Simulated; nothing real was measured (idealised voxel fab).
Process module under the name voxel transistor to metal
In the cross-section labelled cut, the width is 275 nm and each square cell is 5 nm.
We lay out every cross-section as a grid of square cells and spell it out in bands from the top down, where one band means one or more rows of cells. Band: top and bottom heights (nm) first, top before bottom; then materials from left to right, widths in nm. "full width" marks a sole material filling the band edge to edge. "empty" denotes empty space. Beneath 0, the wafer as received is one material, and that level is where height counting begins. The lowest band goes on downward without a bottom; it is written like "0 down". The expression "30..40" gives the width at the extremes of the band, the first number at its top row of cells and the second at its bottom row, with the width changing by equal amounts from each row to the next in between. "no modifications" -> step changed no cross-section cell. Entry "Closed void inventory" = empty spaces >= 8 cells with no open way to the top; each as width x height at distance, distance from left edge, all nm. The remark found on a step's line after its settings is issued by the simulator itself and pertains to that step. "overlay nm" denotes, for a step that has a mask, the displacement of the mask to the right of its planned place, with negative values corresponding to the left.

## Intended process steps
- 1: op RECEIVE | material Si
- 2: op CONFORMAL_DEP | material SiO2 | thk nm 5
- 3: op CONFORMAL_DEP | material SiN | thk nm 10
- 4: op DIRECTIONAL_DEP | material aC | thk nm 10
- 5: op PATTERN | tone cover | mask id ACTIVE | material resist | width nm 105 | pitch nm 125 | thk nm 30 | overlay nm 0
- 6: op DIRECTIONAL_ETCH | etch materials aC | depth nm 10
- 7: op STRIP | etch materials resist
- 8: op DIRECTIONAL_ETCH | etch materials SiN | depth nm 10
- 9: op DIRECTIONAL_ETCH | etch materials SiO2 | depth nm 5
- 10: op DIRECTIONAL_ETCH | etch materials Si | depth nm 20
- 11: op STRIP | etch materials aC
- 12: op OXIDIZE | depth nm 5
- 13: op FILL_DEP | material SiO2 | thk nm 15
- 14: op CMP | height nm 15
- 15: op SELECTIVE_ETCH | etch materials SiO2 | depth nm 10
- 16: op STRIP | etch materials SiN
- 17: op SELECTIVE_ETCH | etch materials SiO2 | depth nm 5
- 18: op OXIDIZE | depth nm 5
- 19: op DIRECTIONAL_DEP | material polySi | thk nm 25
- 20: op DIRECTIONAL_DEP | material SiCN | thk nm 15
- 21: op PATTERN | tone cover | mask id GATE | material resist | width nm 25 | pitch nm 125 | thk nm 15 | overlay nm 0
- 22: op DIRECTIONAL_ETCH | etch materials SiCN | depth nm 25
- 23: op DIRECTIONAL_ETCH | etch materials polySi | depth nm 35
- 24: op STRIP | etch materials resist
- 25: op CONFORMAL_DEP | material SiO2 | thk nm 5
- 26: op DIRECTIONAL_ETCH | etch materials SiO2 | depth nm 5
- 27: op CONFORMAL_DEP | material SiN | thk nm 10
- 28: op DIRECTIONAL_ETCH | etch materials SiN | depth nm 10
- 29: op DIRECTIONAL_ETCH | etch materials SiO2 | depth nm 5
- 30: op EPI | material SiGe | thk nm 5
- 31: op FILL_DEP | material SiO2 | thk nm 10
- 32: op CMP | height nm 25
- 33: op STRIP | etch materials polySi
- 34: op SELECTIVE_ETCH | etch materials SiO2 | depth nm 5
- 35: op CONFORMAL_DEP | material HfO2 | thk nm 5
- 36: op CONFORMAL_DEP | material TiN | thk nm 5
- 37: op FILL_DEP | material W | thk nm 5
- 38: op CMP | height nm 20
- 39: op DIRECTIONAL_DEP | material SiO2 | thk nm 10
- 40: op MASKED_ETCH | tone open | mask id CONTACT | width nm 15 | etch materials SiO2 | depth nm 30 | overlay nm 0
- 41: op CONFORMAL_DEP | material TiN | thk nm 5
- 42: op FILL_DEP | material Ru | thk nm 5
- 43: op CMP | height nm 30
- 44: op DIRECTIONAL_DEP | material TiN | thk nm 5
- 45: op DIRECTIONAL_DEP | material Ru | thk nm 25
- 46: op PATTERN | tone cover | mask id METAL_1 | material resist | width nm 15 | thk nm 20 | overlay nm 0
- 47: op DIRECTIONAL_ETCH | etch materials Ru | depth nm 25
- 48: op DIRECTIONAL_ETCH | etch materials TiN | depth nm 5
- 49: op STRIP | etch materials resist
- 50: op FILL_DEP | material lowk | thk nm 5
- 51: op CMP | height nm 60
- 52: op CONFORMAL_DEP | material SiN | thk nm 5

## First wafer of two (run as planned)

## Step 1 complete: cross-section of the wafer as received
	0 down | Si full width
	Closed void inventory: none

## Sectional view: wafer, after step 2
	5 to 0 | SiO2 full width
	Below a height of 0, the structure has not been altered.

## Sectional view: wafer, after step 3
	15 to 5 | SiN full width
	Below a height of 5, the structure has not been altered.

## Sectional view: wafer, after step 4
	25 to 15 | aC full width
	Below a height of 15, the structure has not been altered.

## Sectional view: wafer, after step 5
	55 to 25 | empty (20), then resist (105), then empty (20), then resist (105), then empty (25)
	Below a height of 25, the structure has not been altered.

## Sectional view: wafer, after step 6
	45 to 25 | empty (20), then resist (105), then empty (20), then resist (105), then empty (25)
	25 to 15 | empty (20), then aC (105), then empty (20), then aC (105), then empty (25)
	Below a height of 15, the structure has not been altered.

## Sectional view: wafer, after step 7
	25 to 15 | empty (20), then aC (105), then empty (20), then aC (105), then empty (25)
	Below a height of 15, the structure has not been altered.

## Sectional view: wafer, after step 8
	25 to 15 | empty (20), then aC (105), then empty (20), then aC (105), then empty (25)
	15 to 5 | empty (20), then SiN (105), then empty (20), then SiN (105), then empty (25)
	Below a height of 5, the structure has not been altered.

## Sectional view: wafer, after step 9
	25 to 15 | empty (20), then aC (105), then empty (20), then aC (105), then empty (25)
	15 to 5 | empty (20), then SiN (105), then empty (20), then SiN (105), then empty (25)
	5 to 0 | empty (20), then SiO2 (105), then empty (20), then SiO2 (105), then empty (25)
	Below a height of 0, the structure has not been altered.

## Sectional view: wafer, after step 10
	25 to 15 | empty (20), then aC (105), then empty (20), then aC (105), then empty (25)
	15 to 5 | empty (20), then SiN (105), then empty (20), then SiN (105), then empty (25)
	5 to 0 | empty (20), then SiO2 (105), then empty (20), then SiO2 (105), then empty (25)
	0 to -20 | empty (20), then Si (105), then empty (20), then Si (105), then empty (25)
	Below a height of -20, the structure has not been altered.

## Sectional view: wafer, after step 11
	15 to 5 | empty (20), then SiN (105), then empty (20), then SiN (105), then empty (25)
	Below a height of 5, the structure has not been altered.

## Sectional view: wafer, after step 12
	15 to 5 | empty (20), then SiN (105), then empty (20), then SiN (105), then empty (25)
	5 to 0 | empty (20), then SiO2 (105), then empty (20), then SiO2 (105), then empty (25)
	0 to -20 | empty (20), then SiO2 (5), then Si (95), then SiO2 (5), then empty (20), then SiO2 (5), then Si (95), then SiO2 (5), then empty (25)
	-20 to -25 | SiO2 (25), then Si (95), then SiO2 (30), then Si (95), then SiO2 (30)
	Below a height of -25, the structure has not been altered.

## Sectional view: wafer, after step 13
	30 to 15 | SiO2 full width
	15 to 5 | SiO2 (20), then SiN (105), then SiO2 (20), then SiN (105), then SiO2 (25)
	5 to 0 | SiO2 full width
	0 to -25 | SiO2 (25), then Si (95), then SiO2 (30), then Si (95), then SiO2 (30)
	Below a height of -25, the structure has not been altered.

## Sectional view: wafer, after step 14
	15 to 5 | SiO2 (20), then SiN (105), then SiO2 (20), then SiN (105), then SiO2 (25)
	Below a height of 5, the structure has not been altered.

## Sectional view: wafer, after step 15
	15 to 5 | empty (20), then SiN (105), then empty (20), then SiN (105), then empty (25)
	Below a height of 5, the structure has not been altered.

## Sectional view: wafer, after step 16
	5 to 0 | SiO2 full width
	Below a height of 0, the structure has not been altered.

## Sectional view: wafer, after step 17
	0 to -25 | SiO2 (25), then Si (95), then SiO2 (30), then Si (95), then SiO2 (30)
	Below a height of -25, the structure has not been altered.

## Sectional view: wafer, after step 18
	0 to -5 | SiO2 full width
	Below a height of -5, the structure has not been altered.

## Sectional view: wafer, after step 19
	25 to 0 | polySi full width
	Below a height of 0, the structure has not been altered.

## Sectional view: wafer, after step 20
	40 to 25 | SiCN full width
	Below a height of 25, the structure has not been altered.

## Sectional view: wafer, after step 21
	55 to 40 | empty (60), then resist (25), then empty (100), then resist (25), then empty (65)
	Below a height of 40, the structure has not been altered.

## Sectional view: wafer, after step 22
	55 to 40 | empty (60), then resist (25), then empty (100), then resist (25), then empty (65)
	40 to 25 | empty (60), then SiCN (25), then empty (100), then SiCN (25), then empty (65)
	Below a height of 25, the structure has not been altered.

## Sectional view: wafer, after step 23
	55 to 40 | empty (60), then resist (25), then empty (100), then resist (25), then empty (65)
	40 to 25 | empty (60), then SiCN (25), then empty (100), then SiCN (25), then empty (65)
	25 to 0 | empty (60), then polySi (25), then empty (100), then polySi (25), then empty (65)
	Below a height of 0, the structure has not been altered.

## Sectional view: wafer, after step 24
	40 to 25 | empty (60), then SiCN (25), then empty (100), then SiCN (25), then empty (65)
	Below a height of 25, the structure has not been altered.

## Sectional view: wafer, after step 25
	45 to 40 | empty (55), then SiO2 (35), then empty (90), then SiO2 (35), then empty (60)
	40 to 25 | empty (55), then SiO2 (5), then SiCN (25), then SiO2 (5), then empty (90), then SiO2 (5), then SiCN (25), then SiO2 (5), then empty (60)
	25 to 5 | empty (55), then SiO2 (5), then polySi (25), then SiO2 (5), then empty (90), then SiO2 (5), then polySi (25), then SiO2 (5), then empty (60)
	5 to 0 | SiO2 (60), then polySi (25), then SiO2 (100), then polySi (25), then SiO2 (65)
	Below a height of 0, the structure has not been altered.

## Sectional view: wafer, after step 26
	40 to 25 | empty (55), then SiO2 (5), then SiCN (25), then SiO2 (5), then empty (90), then SiO2 (5), then SiCN (25), then SiO2 (5), then empty (60)
	25 to 0 | empty (55), then SiO2 (5), then polySi (25), then SiO2 (5), then empty (90), then SiO2 (5), then polySi (25), then SiO2 (5), then empty (60)
	Below a height of 0, the structure has not been altered.

## Sectional view: wafer, after step 27
	50 to 40 | empty (45), then SiN (55), then empty (70), then SiN (55), then empty (50)
	40 to 25 | empty (45), then SiN (10), then SiO2 (5), then SiCN (25), then SiO2 (5), then SiN (10), then empty (70), then SiN (10), then SiO2 (5), then SiCN (25), then SiO2 (5), then SiN (10), then empty (50)
	25 to 10 | empty (45), then SiN (10), then SiO2 (5), then polySi (25), then SiO2 (5), then SiN (10), then empty (70), then SiN (10), then SiO2 (5), then polySi (25), then SiO2 (5), then SiN (10), then empty (50)
	10 to 0 | SiN (55), then SiO2 (5), then polySi (25), then SiO2 (5), then SiN (90), then SiO2 (5), then polySi (25), then SiO2 (5), then SiN (60)
	Below a height of 0, the structure has not been altered.

## Sectional view: wafer, after step 28
	40 to 25 | empty (45), then SiN (10), then SiO2 (5), then SiCN (25), then SiO2 (5), then SiN (10), then empty (70), then SiN (10), then SiO2 (5), then SiCN (25), then SiO2 (5), then SiN (10), then empty (50)
	25 to 0 | empty (45), then SiN (10), then SiO2 (5), then polySi (25), then SiO2 (5), then SiN (10), then empty (70), then SiN (10), then SiO2 (5), then polySi (25), then SiO2 (5), then SiN (10), then empty (50)
	Below a height of 0, the structure has not been altered.

## Sectional view: wafer, after step 29
	40 to 35 | empty (45), then SiN (10), then empty (5), then SiCN (25), then empty (5), then SiN (10), then empty (70), then SiN (10), then empty (5), then SiCN (25), then empty (5), then SiN (10), then empty (50)
	35 to 25 | empty (45), then SiN (10), then SiO2 (5), then SiCN (25), then SiO2 (5), then SiN (10), then empty (70), then SiN (10), then SiO2 (5), then SiCN (25), then SiO2 (5), then SiN (10), then empty (50)
	25 to 0 | empty (45), then SiN (10), then SiO2 (5), then polySi (25), then SiO2 (5), then SiN (10), then empty (70), then SiN (10), then SiO2 (5), then polySi (25), then SiO2 (5), then SiN (10), then empty (50)
	0 to -5 | empty (45), then SiO2 (55), then empty (70), then SiO2 (55), then empty (50)
	Below a height of -5, the structure has not been altered.

## Sectional view: wafer, after step 30
	40 to 35 | empty (45), then SiN (10), then empty (5), then SiCN (25), then empty (5), then SiN (10), then empty (70), then SiN (10), then empty (5), then SiCN (25), then empty (5), then SiN (10), then empty (50)
	35 to 25 | empty (45), then SiN (10), then SiO2 (5), then SiCN (25), then SiO2 (5), then SiN (10), then empty (70), then SiN (10), then SiO2 (5), then SiCN (25), then SiO2 (5), then SiN (10), then empty (50)
	25 to 0 | empty (45), then SiN (10), then SiO2 (5), then polySi (25), then SiO2 (5), then SiN (10), then empty (70), then SiN (10), then SiO2 (5), then polySi (25), then SiO2 (5), then SiN (10), then empty (50)
	0 to -5 | empty (20), then SiGe (25), then SiO2 (55), then SiGe (25), then empty (20), then SiGe (25), then SiO2 (55), then SiGe (25), then empty (25)
	Below a height of -5, the structure has not been altered.

## Sectional view: wafer, after step 31
	50 to 40 | SiO2 full width
	40 to 25 | SiO2 (45), then SiN (10), then SiO2 (5), then SiCN (25), then SiO2 (5), then SiN (10), then SiO2 (70), then SiN (10), then SiO2 (5), then SiCN (25), then SiO2 (5), then SiN (10), then SiO2 (50)
	25 to 0 | SiO2 (45), then SiN (10), then SiO2 (5), then polySi (25), then SiO2 (5), then SiN (10), then SiO2 (70), then SiN (10), then SiO2 (5), then polySi (25), then SiO2 (5), then SiN (10), then SiO2 (50)
	0 to -5 | SiO2 (20), then SiGe (25), then SiO2 (55), then SiGe (25), then SiO2 (20), then SiGe (25), then SiO2 (55), then SiGe (25), then SiO2 (25)
	Below a height of -5, the structure has not been altered.

## Sectional view: wafer, after step 32
	25 to 0 | SiO2 (45), then SiN (10), then SiO2 (5), then polySi (25), then SiO2 (5), then SiN (10), then SiO2 (70), then SiN (10), then SiO2 (5), then polySi (25), then SiO2 (5), then SiN (10), then SiO2 (50)
	Below a height of 0, the structure has not been altered.

## Sectional view: wafer, after step 33
	25 to 0 | SiO2 (45), then SiN (10), then SiO2 (5), then empty (25), then SiO2 (5), then SiN (10), then SiO2 (70), then SiN (10), then SiO2 (5), then empty (25), then SiO2 (5), then SiN (10), then SiO2 (50)
	Below a height of 0, the structure has not been altered.

## Sectional view: wafer, after step 34
	25 to 20 | empty (45), then SiN (10), then empty (35), then SiN (10), then empty (70), then SiN (10), then empty (35), then SiN (10), then empty (50)
	20 to 0 | SiO2 (45), then SiN (10), then empty (35), then SiN (10), then SiO2 (70), then SiN (10), then empty (35), then SiN (10), then SiO2 (50)
	0 to -5 | SiO2 (20), then SiGe (25), then SiO2 (10), then empty (35), then SiO2 (10), then SiGe (25), then SiO2 (20), then SiGe (25), then SiO2 (10), then empty (35), then SiO2 (10), then SiGe (25), then SiO2 (25)
	Below a height of -5, the structure has not been altered.

## Sectional view: wafer, after step 35
	30 to 25 | empty (40), then HfO2 (20), then empty (25), then HfO2 (20), then empty (60), then HfO2 (20), then empty (25), then HfO2 (20), then empty (45)
	25 to 20 | HfO2 (45), then SiN (10), then HfO2 (5), then empty (25), then HfO2 (5), then SiN (10), then HfO2 (70), then SiN (10), then HfO2 (5), then empty (25), then HfO2 (5), then SiN (10), then HfO2 (50)
	20 to 0 | SiO2 (45), then SiN (10), then HfO2 (5), then empty (25), then HfO2 (5), then SiN (10), then SiO2 (70), then SiN (10), then HfO2 (5), then empty (25), then HfO2 (5), then SiN (10), then SiO2 (50)
	0 to -5 | SiO2 (20), then SiGe (25), then SiO2 (10), then HfO2 (35), then SiO2 (10), then SiGe (25), then SiO2 (20), then SiGe (25), then SiO2 (10), then HfO2 (35), then SiO2 (10), then SiGe (25), then SiO2 (25)
	Below a height of -5, the structure has not been altered.

## Sectional view: wafer, after step 36
	35 to 30 | empty (35), then TiN (30), then empty (15), then TiN (30), then empty (50), then TiN (30), then empty (15), then TiN (30), then empty (40)
	30 to 25 | TiN (40), then HfO2 (20), then TiN (5), then empty (15), then TiN (5), then HfO2 (20), then TiN (60), then HfO2 (20), then TiN (5), then empty (15), then TiN (5), then HfO2 (20), then TiN (45)
	25 to 20 | HfO2 (45), then SiN (10), then HfO2 (5), then TiN (5), then empty (15), then TiN (5), then HfO2 (5), then SiN (10), then HfO2 (70), then SiN (10), then HfO2 (5), then TiN (5), then empty (15), then TiN (5), then HfO2 (5), then SiN (10), then HfO2 (50)
	20 to 5 | SiO2 (45), then SiN (10), then HfO2 (5), then TiN (5), then empty (15), then TiN (5), then HfO2 (5), then SiN (10), then SiO2 (70), then SiN (10), then HfO2 (5), then TiN (5), then empty (15), then TiN (5), then HfO2 (5), then SiN (10), then SiO2 (50)
	5 to 0 | SiO2 (45), then SiN (10), then HfO2 (5), then TiN (25), then HfO2 (5), then SiN (10), then SiO2 (70), then SiN (10), then HfO2 (5), then TiN (25), then HfO2 (5), then SiN (10), then SiO2 (50)
	Below a height of 0, the structure has not been altered.

## Sectional view: wafer, after step 37
	40 to 35 | W full width
	35 to 30 | W (35), then TiN (30), then W (15), then TiN (30), then W (50), then TiN (30), then W (15), then TiN (30), then W (40)
	30 to 25 | TiN (40), then HfO2 (20), then TiN (5), then W (15), then TiN (5), then HfO2 (20), then TiN (60), then HfO2 (20), then TiN (5), then W (15), then TiN (5), then HfO2 (20), then TiN (45)
	25 to 20 | HfO2 (45), then SiN (10), then HfO2 (5), then TiN (5), then W (15), then TiN (5), then HfO2 (5), then SiN (10), then HfO2 (70), then SiN (10), then HfO2 (5), then TiN (5), then W (15), then TiN (5), then HfO2 (5), then SiN (10), then HfO2 (50)
	20 to 5 | SiO2 (45), then SiN (10), then HfO2 (5), then TiN (5), then W (15), then TiN (5), then HfO2 (5), then SiN (10), then SiO2 (70), then SiN (10), then HfO2 (5), then TiN (5), then W (15), then TiN (5), then HfO2 (5), then SiN (10), then SiO2 (50)
	Below a height of 5, the structure has not been altered.

## Sectional view: wafer, after step 38
	20 to 5 | SiO2 (45), then SiN (10), then HfO2 (5), then TiN (5), then W (15), then TiN (5), then HfO2 (5), then SiN (10), then SiO2 (70), then SiN (10), then HfO2 (5), then TiN (5), then W (15), then TiN (5), then HfO2 (5), then SiN (10), then SiO2 (50)
	Below a height of 5, the structure has not been altered.

## Sectional view: wafer, after step 39
	30 to 20 | SiO2 full width
	Below a height of 20, the structure has not been altered.

## Sectional view: wafer, after step 40
	30 to 20 | SiO2 (25), then empty (15), then SiO2 (65), then empty (15), then SiO2 (30), then empty (15), then SiO2 (65), then empty (15), then SiO2 (30)
	20 to 5 | SiO2 (25), then empty (15), then SiO2 (5), then SiN (10), then HfO2 (5), then TiN (5), then W (15), then TiN (5), then HfO2 (5), then SiN (10), then SiO2 (5), then empty (15), then SiO2 (30), then empty (15), then SiO2 (5), then SiN (10), then HfO2 (5), then TiN (5), then W (15), then TiN (5), then HfO2 (5), then SiN (10), then SiO2 (5), then empty (15), then SiO2 (30)
	5 to 0 | SiO2 (25), then empty (15), then SiO2 (5), then SiN (10), then HfO2 (5), then TiN (25), then HfO2 (5), then SiN (10), then SiO2 (5), then empty (15), then SiO2 (30), then empty (15), then SiO2 (5), then SiN (10), then HfO2 (5), then TiN (25), then HfO2 (5), then SiN (10), then SiO2 (5), then empty (15), then SiO2 (30)
	Below a height of 0, the structure has not been altered.

## Sectional view: wafer, after step 41
	35 to 30 | TiN (30), then empty (5), then TiN (75), then empty (5), then TiN (40), then empty (5), then TiN (75), then empty (5), then TiN (35)
	30 to 20 | SiO2 (25), then TiN (5), then empty (5), then TiN (5), then SiO2 (65), then TiN (5), then empty (5), then TiN (5), then SiO2 (30), then TiN (5), then empty (5), then TiN (5), then SiO2 (65), then TiN (5), then empty (5), then TiN (5), then SiO2 (30)
	20 to 5 | SiO2 (25), then TiN (5), then empty (5), then TiN (5), then SiO2 (5), then SiN (10), then HfO2 (5), then TiN (5), then W (15), then TiN (5), then HfO2 (5), then SiN (10), then SiO2 (5), then TiN (5), then empty (5), then TiN (5), then SiO2 (30), then TiN (5), then empty (5), then TiN (5), then SiO2 (5), then SiN (10), then HfO2 (5), then TiN (5), then W (15), then TiN (5), then HfO2 (5), then SiN (10), then SiO2 (5), then TiN (5), then empty (5), then TiN (5), then SiO2 (30)
	5 to 0 | SiO2 (25), then TiN (15), then SiO2 (5), then SiN (10), then HfO2 (5), then TiN (25), then HfO2 (5), then SiN (10), then SiO2 (5), then TiN (15), then SiO2 (30), then TiN (15), then SiO2 (5), then SiN (10), then HfO2 (5), then TiN (25), then HfO2 (5), then SiN (10), then SiO2 (5), then TiN (15), then SiO2 (30)
	Below a height of 0, the structure has not been altered.

## Sectional view: wafer, after step 42
	40 to 35 | Ru full width
	35 to 30 | TiN (30), then Ru (5), then TiN (75), then Ru (5), then TiN (40), then Ru (5), then TiN (75), then Ru (5), then TiN (35)
	30 to 20 | SiO2 (25), then TiN (5), then Ru (5), then TiN (5), then SiO2 (65), then TiN (5), then Ru (5), then TiN (5), then SiO2 (30), then TiN (5), then Ru (5), then TiN (5), then SiO2 (65), then TiN (5), then Ru (5), then TiN (5), then SiO2 (30)
	20 to 5 | SiO2 (25), then TiN (5), then Ru (5), then TiN (5), then SiO2 (5), then SiN (10), then HfO2 (5), then TiN (5), then W (15), then TiN (5), then HfO2 (5), then SiN (10), then SiO2 (5), then TiN (5), then Ru (5), then TiN (5), then SiO2 (30), then TiN (5), then Ru (5), then TiN (5), then SiO2 (5), then SiN (10), then HfO2 (5), then TiN (5), then W (15), then TiN (5), then HfO2 (5), then SiN (10), then SiO2 (5), then TiN (5), then Ru (5), then TiN (5), then SiO2 (30)
	Below a height of 5, the structure has not been altered.

## Sectional view: wafer, after step 43
	30 to 20 | SiO2 (25), then TiN (5), then Ru (5), then TiN (5), then SiO2 (65), then TiN (5), then Ru (5), then TiN (5), then SiO2 (30), then TiN (5), then Ru (5), then TiN (5), then SiO2 (65), then TiN (5), then Ru (5), then TiN (5), then SiO2 (30)
	Below a height of 20, the structure has not been altered.

## Sectional view: wafer, after step 44
	35 to 30 | TiN full width
	Below a height of 30, the structure has not been altered.

## Sectional view: wafer, after step 45
	60 to 35 | Ru full width
	Below a height of 35, the structure has not been altered.

## Sectional view: wafer, after step 46
	80 to 60 | empty (25), then resist (15), then empty (65), then resist (15), then empty (30), then resist (15), then empty (65), then resist (15), then empty (30)
	Below a height of 60, the structure has not been altered.

## Sectional view: wafer, after step 47
	80 to 60 | empty (25), then resist (15), then empty (65), then resist (15), then empty (30), then resist (15), then empty (65), then resist (15), then empty (30)
	60 to 35 | empty (25), then Ru (15), then empty (65), then Ru (15), then empty (30), then Ru (15), then empty (65), then Ru (15), then empty (30)
	Below a height of 35, the structure has not been altered.

## Sectional view: wafer, after step 48
	80 to 60 | empty (25), then resist (15), then empty (65), then resist (15), then empty (30), then resist (15), then empty (65), then resist (15), then empty (30)
	60 to 35 | empty (25), then Ru (15), then empty (65), then Ru (15), then empty (30), then Ru (15), then empty (65), then Ru (15), then empty (30)
	35 to 30 | empty (25), then TiN (15), then empty (65), then TiN (15), then empty (30), then TiN (15), then empty (65), then TiN (15), then empty (30)
	Below a height of 30, the structure has not been altered.

## Sectional view: wafer, after step 49
	60 to 35 | empty (25), then Ru (15), then empty (65), then Ru (15), then empty (30), then Ru (15), then empty (65), then Ru (15), then empty (30)
	Below a height of 35, the structure has not been altered.

## Sectional view: wafer, after step 50
	65 to 60 | lowk full width
	60 to 35 | lowk (25), then Ru (15), then lowk (65), then Ru (15), then lowk (30), then Ru (15), then lowk (65), then Ru (15), then lowk (30)
	35 to 30 | lowk (25), then TiN (15), then lowk (65), then TiN (15), then lowk (30), then TiN (15), then lowk (65), then TiN (15), then lowk (30)
	Below a height of 30, the structure has not been altered.

## Sectional view: wafer, after step 51
	60 to 35 | lowk (25), then Ru (15), then lowk (65), then Ru (15), then lowk (30), then Ru (15), then lowk (65), then Ru (15), then lowk (30)
	Below a height of 35, the structure has not been altered.

## Sectional view: wafer, after step 52
	65 to 60 | SiN full width
	Below a height of 60, the structure has not been altered.

## Second wafer, same starting state and plan as the first, one mistake in the run, identical through step 51

## Cross-section: second wafer, time at which step 52 was scheduled to end
	65 to 60 | polySi full width
	Below a height of 60, the structure has not been altered.
What went wrong in running the wafer? step 52 was not run as planned; what actually ran was op CONFORMAL_DEP | material polySi | thk nm 5
Final cells, second wafer relative to first, materials higher or lower: SiN -55; polySi +55
